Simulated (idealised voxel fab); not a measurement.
You're looking at the process module voxel wiring stack.
cross-section cut | 225 nm wide | cells 5 nm
Each cross-section below is a grid of square cells, stated as bands in top-down order, with one or more rows of cells making up each band. It is stipulated that each band's entry specify, in nanometres, the height of the top of the band and then that of its bottom, followed by the materials of the band in left-to-right sequence, each together with its width in nanometres. A single material marked by the word "throughout" is understood to fill the band from edge to edge; the word "blank" is understood to denote empty space. Counting heights begins at 0, where everything beneath is, in the wafer as received, one material. The lowest band has no bottom; it goes on downwards, as "top 0, no bottom" shows. A width such as "30->40" changes by the same amount from each row of cells to the next, from the band's top row to its bottom row. "no modifications" (step): cross-section cells unchanged, all of them. Enclosed voids (no open way to top), threshold 8 cells or more, entry "Closed-off voids", notation width x height at distance, distance from left edge, nm. after a step's settings: what the simulator itself notes on the step. overlay nm: right-of-plan distance of the mask on a masked step; negative values mean left-of-plan.
[Set out below are the planned steps of the process]
1. RECEIVE [material Si]
2. CONFORMAL_DEP [material SiO2] [thk nm 15]
3. CONFORMAL_DEP [material SiN] [thk nm 5]
4. DIRECTIONAL_DEP [material lowk] [thk nm 20]
5. MASKED_ETCH [tone open] [mask id METAL_1] [width nm 25] [pitch nm 55] [etch materials lowk] [depth nm 20] [overlay nm 0]
6. MASKED_ETCH [tone open] [mask id METAL_1] [width nm 25] [pitch nm 55] [etch materials SiN] [depth nm 5] [overlay nm 0]
7. CONFORMAL_DEP [material TiN] [thk nm 5]
8. FILL_DEP [material Cu] [thk nm 5]
9. CMP [height nm 40]
10. EPI [material Ru] [thk nm 5]
11. FILL_DEP [material SiCN] [thk nm 5]
12. DIRECTIONAL_DEP [material SiO2] [thk nm 20]
13. MASKED_ETCH [tone open] [mask id PLUG_1] [width nm 15] [etch materials SiO2] [depth nm 20] [overlay nm 0]
14. MASKED_ETCH [tone open] [mask id PLUG_1] [width nm 15] [etch materials SiCN] [depth nm 5] [overlay nm 0]
15. CONFORMAL_DEP [material TiN] [thk nm 5]
16. FILL_DEP [material Cu] [thk nm 5]
17. CMP [height nm 70]
18. DIRECTIONAL_DEP [material TiN] [thk nm 5]
19. DIRECTIONAL_DEP [material W] [thk nm 25]
20. DIRECTIONAL_DEP [material aC] [thk nm 10]
21. PATTERN [tone cover] [mask id METAL_2] [material resist] [width nm 25] [pitch nm 55] [thk nm 30] [overlay nm 0]
22. DIRECTIONAL_ETCH [etch materials aC] [depth nm 10]
23. STRIP [etch materials resist]
24. DIRECTIONAL_ETCH [etch materials W] [depth nm 15]
25. DIRECTIONAL_ETCH [etch materials TiN] [depth nm 5]
26. STRIP [etch materials aC]
27. FILL_DEP [material lowk] [thk nm 5]
28. CMP [height nm 100]
29. CONFORMAL_DEP [material SiCN] [thk nm 5]
30. DIRECTIONAL_DEP [material lowk] [thk nm 30]
31. PATTERN [tone open] [mask id METAL_3] [material resist] [width nm 25] [pitch nm 55] [thk nm 20] [overlay nm 0]
32. DIRECTIONAL_ETCH [etch materials lowk] [depth nm 15]
33. STRIP [etch materials resist]
34. MASKED_ETCH [tone open] [mask id METAL_3_HOLES] [width nm 15] [etch materials lowk] [depth nm 15] [overlay nm 0]
35. MASKED_ETCH [tone open] [mask id METAL_3_HOLES] [width nm 15] [etch materials SiCN] [depth nm 5] [overlay nm 0]
36. CONFORMAL_DEP [material TiN] [thk nm 5]
37. FILL_DEP [material Cu] [thk nm 5]
38. CMP [height nm 135]
39. CONFORMAL_DEP [material SiCN] [thk nm 5]
40. DIRECTIONAL_DEP [material lowk] [thk nm 15]
41. MASKED_ETCH [tone open] [mask id PLUG_3] [width nm 15] [pitch nm 55] [etch materials lowk] [depth nm 15] [overlay nm 0]
42. MASKED_ETCH [tone open] [mask id PLUG_3] [width nm 15] [pitch nm 55] [etch materials SiCN] [depth nm 5] [overlay nm 0]
43. EPI [material Ru] [thk nm 10]
44. EPI [material Ru] [thk nm 10]
45. CONFORMAL_DEP [material SiN] [thk nm 5]
46. DIRECTIONAL_DEP [material SiO2] [thk nm 15]
47. MASKED_ETCH [tone open] [mask id METAL_4] [width nm 25] [pitch nm 55] [etch materials SiO2] [depth nm 15] [overlay nm 0]
48. MASKED_ETCH [tone open] [mask id METAL_4] [width nm 25] [pitch nm 55] [etch materials SiN] [depth nm 5] [overlay nm 0]
49. CONFORMAL_DEP [material TiN] [thk nm 5]
50. FILL_DEP [material Ru] [thk nm 5]
51. CMP [height nm 175]
52. CONFORMAL_DEP [material SiN] [thk nm 5]
Heads up: all these wafers start the same, and what changes between them is the depth nm in step 24. The value you see in the plan is just what the first wafer got.
[Received wafers, first of several: cross-section after step 1]
- top 0, no bottom | Si throughout
- Closed-off voids: none
[At the end of the module, after its last step, step 52, the first of several wafers appears in cross-section as follows]
- top 180, bottom 175 | SiN throughout
- top 175, bottom 160 | 70 nm SiO2, 5 nm TiN, 15 nm Ru, 5 nm TiN, 30 nm SiO2, 5 nm TiN, 15 nm Ru, 5 nm TiN, 75 nm SiO2
- top 160, bottom 155 | 70 nm SiN, 25 nm TiN, 30 nm SiN, 25 nm TiN, 75 nm SiN
- top 155, bottom 140 | 70 nm lowk, 15 nm Ru, 40 nm lowk, 15 nm Ru, 85 nm lowk
- top 140, bottom 135 | 70 nm SiCN, 15 nm Ru, 40 nm SiCN, 15 nm Ru, 85 nm SiCN
- top 135, bottom 125 | 70 nm lowk, 5 nm TiN, 15 nm Cu, 5 nm TiN, 30 nm lowk, 5 nm TiN, 15 nm Cu, 5 nm TiN, 75 nm lowk
- top 125, bottom 120 | 70 nm lowk, 5 nm TiN, 5 nm Cu, 15 nm TiN, 30 nm lowk, 25 nm TiN, 75 nm lowk
- top 120, bottom 105 | 70 nm lowk, 5 nm TiN, 5 nm Cu, 5 nm TiN, 140 nm lowk
- top 105, bottom 100 | 70 nm SiCN, 15 nm TiN, 140 nm SiCN
- top 100, bottom 85 | 70 nm lowk, 25 nm W, 30 nm lowk, 25 nm W, 75 nm lowk
- top 85, bottom 75 | W throughout
- top 75, bottom 70 | TiN throughout
- top 70, bottom 50 | 70 nm SiO2, 5 nm TiN, 5 nm Cu, 5 nm TiN, 140 nm SiO2
- top 50, bottom 45 | 70 nm SiCN, 15 nm TiN, 140 nm SiCN
- top 45, bottom 40 | 65 nm SiCN, 35 nm Ru, 20 nm SiCN, 35 nm Ru, 70 nm SiCN
- top 40, bottom 20 | 70 nm lowk, 5 nm TiN, 15 nm Cu, 5 nm TiN, 30 nm lowk, 5 nm TiN, 15 nm Cu, 5 nm TiN, 75 nm lowk
- top 20, bottom 15 | 70 nm SiN, 25 nm TiN, 30 nm SiN, 25 nm TiN, 75 nm SiN
- top 15, bottom 0 | SiO2 throughout
- top 0, no bottom | Si throughout
- Closed-off voids: none
[The last wafer as seen in cross-section at the end of the module]
- top 180, bottom 175 | SiN throughout
- top 175, bottom 160 | 70 nm SiO2, 5 nm TiN, 15 nm Ru, 5 nm TiN, 30 nm SiO2, 5 nm TiN, 15 nm Ru, 5 nm TiN, 75 nm SiO2
- top 160, bottom 155 | 70 nm SiN, 25 nm TiN, 30 nm SiN, 25 nm TiN, 75 nm SiN
- top 155, bottom 140 | 70 nm lowk, 15 nm Ru, 40 nm lowk, 15 nm Ru, 85 nm lowk
- top 140, bottom 135 | 70 nm SiCN, 15 nm Ru, 40 nm SiCN, 15 nm Ru, 85 nm SiCN
- top 135, bottom 125 | 70 nm lowk, 5 nm TiN, 15 nm Cu, 5 nm TiN, 30 nm lowk, 5 nm TiN, 15 nm Cu, 5 nm TiN, 75 nm lowk
- top 125, bottom 120 | 70 nm lowk, 5 nm TiN, 5 nm Cu, 15 nm TiN, 30 nm lowk, 25 nm TiN, 75 nm lowk
- top 120, bottom 105 | 70 nm lowk, 5 nm TiN, 5 nm Cu, 5 nm TiN, 140 nm lowk
- top 105, bottom 100 | 70 nm SiCN, 15 nm TiN, 140 nm SiCN
- top 100, bottom 75 | 70 nm lowk, 25 nm W, 30 nm lowk, 25 nm W, 75 nm lowk
- top 75, bottom 70 | 70 nm lowk, 25 nm TiN, 30 nm lowk, 25 nm TiN, 75 nm lowk
- top 70, bottom 50 | 70 nm SiO2, 5 nm TiN, 5 nm Cu, 5 nm TiN, 140 nm SiO2
- top 50, bottom 45 | 70 nm SiCN, 15 nm TiN, 140 nm SiCN
- top 45, bottom 40 | 65 nm SiCN, 35 nm Ru, 20 nm SiCN, 35 nm Ru, 70 nm SiCN
- top 40, bottom 20 | 70 nm lowk, 5 nm TiN, 15 nm Cu, 5 nm TiN, 30 nm lowk, 5 nm TiN, 15 nm Cu, 5 nm TiN, 75 nm lowk
- top 20, bottom 15 | 70 nm SiN, 25 nm TiN, 30 nm SiN, 25 nm TiN, 75 nm SiN
- top 15, bottom 0 | SiO2 throughout
- top 0, no bottom | Si throughout
- Closed-off voids: none
[The rows of the table below are wafers. Looking at the end of the module, a row counts, for every material, the cells the wafer has gained, shown as (+), or lost, shown as (-), since it was received; its closed voids come next]
depth nm 15 | +44 Cu | +56 Ru | +154 SiCN | +115 SiN | +408 SiO2 | +130 TiN | +120 W | +593 lowk | Closed-off voids: none
depth nm 20 | +44 Cu | +56 Ru | +154 SiCN | +115 SiN | +408 SiO2 | +130 TiN | +85 W | +628 lowk | Closed-off voids: none
depth nm 25 | +44 Cu | +56 Ru | +154 SiCN | +115 SiN | +408 SiO2 | +95 TiN | +50 W | +698 lowk | Closed-off voids: none
depth nm 30 | +44 Cu | +56 Ru | +154 SiCN | +115 SiN | +408 SiO2 | +95 TiN | +50 W | +698 lowk | Closed-off voids: none
depth nm 35 | +44 Cu | +56 Ru | +154 SiCN | +115 SiN | +408 SiO2 | +95 TiN | +50 W | +698 lowk | Closed-off voids: none
depth nm 40 | +44 Cu | +56 Ru | +154 SiCN | +115 SiN | +408 SiO2 | +95 TiN | +50 W | +698 lowk | Closed-off voids: none
